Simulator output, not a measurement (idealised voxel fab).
process module | voxel quadruple lines
cross-section cut | 285 nm wide | cells 5 nm
A cross-section is a grid of square cells, given in bands from the top down. A band is one or more rows of cells.
Each band's line starts with the height of the band's top and of its bottom, in nm. Then come its materials from left to right, each with its width in nm. One material with "throughout" fills the band from edge to edge. "air" is empty space.
Height 0 is the level under which the wafer as received is all one material. The lowest band goes on downwards, as in "0 down".
A width such as "30 to 40" changes by the same amount from each row of cells to the next, from the band's top row to its bottom row.
"no change" after a step means that no cell of the cross-section changed.
closed voids: empty space of 8 cells or more with no open way to the top, each as width x height at its distance from the left edge, in nm
after a step's settings: what the simulator itself notes on the step
overlay nm, on a step with a mask: how far to the right of its planned place the mask lay; to the left if negative
plan
1 op RECEIVE | material Si
2 op CONFORMAL_DEP | material SiO2 | thk nm 10
3 op DIRECTIONAL_DEP | material W | thk nm 10
4 op DIRECTIONAL_DEP | material polySi | thk nm 20
5 op DIRECTIONAL_DEP | material aC | thk nm 20
6 op PATTERN | tone cover | mask id MANDREL | material resist | width nm 30 | pitch nm 80 | thk nm 25 | overlay nm 0
7 op DIRECTIONAL_ETCH | etch materials aC | depth nm 20
8 op STRIP | etch materials resist
9 op CONFORMAL_DEP | material SiO2 | thk nm 10
10 op DIRECTIONAL_ETCH | etch materials SiO2 | depth nm 10
11 op STRIP | etch materials aC
12 op DIRECTIONAL_ETCH | etch materials polySi | depth nm 20
13 op STRIP | etch materials SiO2
14 op CONFORMAL_DEP | material SiCN | thk nm 10
15 op DIRECTIONAL_ETCH | etch materials SiCN | depth nm 10
16 op STRIP | etch materials polySi
17 op DIRECTIONAL_ETCH | etch materials W | depth nm 10
18 op STRIP | etch materials SiCN
first wafer, as planned
as received, after step 1
  0 down: Si throughout
  closed voids: none
after step 2
  10 to 0: SiO2 throughout
  below 0: unchanged
after step 3
  20 to 10: W throughout
  below 10: unchanged
after step 4
  40 to 20: polySi throughout
  below 20: unchanged
after step 5
  60 to 40: aC throughout
  below 40: unchanged
after step 6
  85 to 60: air 85 | resist 30 | air 50 | resist 30 | air 90
  below 60: unchanged
after step 7
  65 to 60: air 85 | resist 30 | air 50 | resist 30 | air 90
  60 to 40: air 85 | aC 30 | air 50 | aC 30 | air 90
  below 40: unchanged
after step 8
  60 to 40: air 85 | aC 30 | air 50 | aC 30 | air 90
  below 40: unchanged
after step 9
  70 to 60: air 75 | SiO2 50 | air 30 | SiO2 50 | air 80
  60 to 50: air 75 | SiO2 10 | aC 30 | SiO2 10 | air 30 | SiO2 10 | aC 30 | SiO2 10 | air 80
  50 to 40: SiO2 85 | aC 30 | SiO2 50 | aC 30 | SiO2 90
  below 40: unchanged
after step 10
  60 to 40: air 75 | SiO2 10 | aC 30 | SiO2 10 | air 30 | SiO2 10 | aC 30 | SiO2 10 | air 80
  below 40: unchanged
after step 11
  60 to 40: air 75 | SiO2 10 | air 30 | SiO2 10 | air 30 | SiO2 10 | air 30 | SiO2 10 | air 80
  below 40: unchanged
after step 12
  60 to 40: air 75 | SiO2 10 | air 30 | SiO2 10 | air 30 | SiO2 10 | air 30 | SiO2 10 | air 80
  40 to 20: air 75 | polySi 10 | air 30 | polySi 10 | air 30 | polySi 10 | air 30 | polySi 10 | air 80
  below 20: unchanged
after step 13
  40 to 20: air 75 | polySi 10 | air 30 | polySi 10 | air 30 | polySi 10 | air 30 | polySi 10 | air 80
  below 20: unchanged
after step 14
  50 to 40: air 65 | SiCN 30 | air 10 | SiCN 30 | air 10 | SiCN 30 | air 10 | SiCN 30 | air 70
  40 to 30: air 65 | SiCN 10 | polySi 10 | SiCN 10 | air 10 | SiCN 10 | polySi 10 | SiCN 10 | air 10 | SiCN 10 | polySi 10 | SiCN 10 | air 10 | SiCN 10 | polySi 10 | SiCN 10 | air 70
  30 to 20: SiCN 75 | polySi 10 | SiCN 30 | polySi 10 | SiCN 30 | polySi 10 | SiCN 30 | polySi 10 | SiCN 80
  below 20: unchanged
after step 15
  40 to 20: air 65 | SiCN 10 | polySi 10 | SiCN 10 | air 10 | SiCN 10 | polySi 10 | SiCN 10 | air 10 | SiCN 10 | polySi 10 | SiCN 10 | air 10 | SiCN 10 | polySi 10 | SiCN 10 | air 70
  below 20: unchanged
after step 16
  40 to 20: air 65 | SiCN 10 | air 10 | SiCN 10 | air 10 | SiCN 10 | air 10 | SiCN 10 | air 10 | SiCN 10 | air 10 | SiCN 10 | air 10 | SiCN 10 | air 10 | SiCN 10 | air 70
  below 20: unchanged
after step 17
  40 to 20: air 65 | SiCN 10 | air 10 | SiCN 10 | air 10 | SiCN 10 | air 10 | SiCN 10 | air 10 | SiCN 10 | air 10 | SiCN 10 | air 10 | SiCN 10 | air 10 | SiCN 10 | air 70
  20 to 10: air 65 | W 10 | air 10 | W 10 | air 10 | W 10 | air 10 | W 10 | air 10 | W 10 | air 10 | W 10 | air 10 | W 10 | air 10 | W 10 | air 70
  below 10: unchanged
after step 18
  20 to 10: air 65 | W 10 | air 10 | W 10 | air 10 | W 10 | air 10 | W 10 | air 10 | W 10 | air 10 | W 10 | air 10 | W 10 | air 10 | W 10 | air 70
  below 10: unchanged
second wafer: like start, like plan, one mistake. Through step 5 it matches the first wafer
when step 6 should have ended
  85 to 60: air 90 | resist 20 | air 60 | resist 20 | air 95
  below 60: unchanged
when step 7 should have ended
  65 to 60: air 90 | resist 20 | air 60 | resist 20 | air 95
  60 to 40: air 90 | aC 20 | air 60 | aC 20 | air 95
  below 40: unchanged
when step 8 should have ended
  60 to 40: air 90 | aC 20 | air 60 | aC 20 | air 95
  below 40: unchanged
when step 9 should have ended
  70 to 60: air 80 | SiO2 40 | air 40 | SiO2 40 | air 85
  60 to 50: air 80 | SiO2 10 | aC 20 | SiO2 10 | air 40 | SiO2 10 | aC 20 | SiO2 10 | air 85
  50 to 40: SiO2 90 | aC 20 | SiO2 60 | aC 20 | SiO2 95
  below 40: unchanged
when step 10 should have ended
  60 to 40: air 80 | SiO2 10 | aC 20 | SiO2 10 | air 40 | SiO2 10 | aC 20 | SiO2 10 | air 85
  below 40: unchanged
when step 11 should have ended
  60 to 40: air 80 | SiO2 10 | air 20 | SiO2 10 | air 40 | SiO2 10 | air 20 | SiO2 10 | air 85
  below 40: unchanged
when step 12 should have ended
  60 to 40: air 80 | SiO2 10 | air 20 | SiO2 10 | air 40 | SiO2 10 | air 20 | SiO2 10 | air 85
  40 to 20: air 80 | polySi 10 | air 20 | polySi 10 | air 40 | polySi 10 | air 20 | polySi 10 | air 85
  below 20: unchanged
when step 13 should have ended
  40 to 20: air 80 | polySi 10 | air 20 | polySi 10 | air 40 | polySi 10 | air 20 | polySi 10 | air 85
  below 20: unchanged
when step 14 should have ended
  50 to 40: air 70 | SiCN 60 | air 20 | SiCN 60 | air 75
  40 to 30: air 70 | SiCN 10 | polySi 10 | SiCN 20 | polySi 10 | SiCN 10 | air 20 | SiCN 10 | polySi 10 | SiCN 20 | polySi 10 | SiCN 10 | air 75
  30 to 20: SiCN 80 | polySi 10 | SiCN 20 | polySi 10 | SiCN 40 | polySi 10 | SiCN 20 | polySi 10 | SiCN 85
  below 20: unchanged
when step 15 should have ended
  40 to 20: air 70 | SiCN 10 | polySi 10 | SiCN 20 | polySi 10 | SiCN 10 | air 20 | SiCN 10 | polySi 10 | SiCN 20 | polySi 10 | SiCN 10 | air 75
  below 20: unchanged
when step 16 should have ended
  40 to 20: air 70 | SiCN 10 | air 10 | SiCN 20 | air 10 | SiCN 10 | air 20 | SiCN 10 | air 10 | SiCN 20 | air 10 | SiCN 10 | air 75
  below 20: unchanged
when step 17 should have ended
  40 to 20: air 70 | SiCN 10 | air 10 | SiCN 20 | air 10 | SiCN 10 | air 20 | SiCN 10 | air 10 | SiCN 20 | air 10 | SiCN 10 | air 75
  20 to 10: air 70 | W 10 | air 10 | W 20 | air 10 | W 10 | air 20 | W 10 | air 10 | W 20 | air 10 | W 10 | air 75
  below 10: unchanged
when step 18 should have ended
  20 to 10: air 70 | W 10 | air 10 | W 20 | air 10 | W 10 | air 20 | W 10 | air 10 | W 20 | air 10 | W 10 | air 75
  below 10: unchanged
what went wrong: step 6 ran as: op PATTERN | tone cover | mask id MANDREL | material resist | width nm 20 | pitch nm 80 | thk nm 25 | overlay nm 0
at the end the second wafer has, in cells: as many of each material as the first, in other places
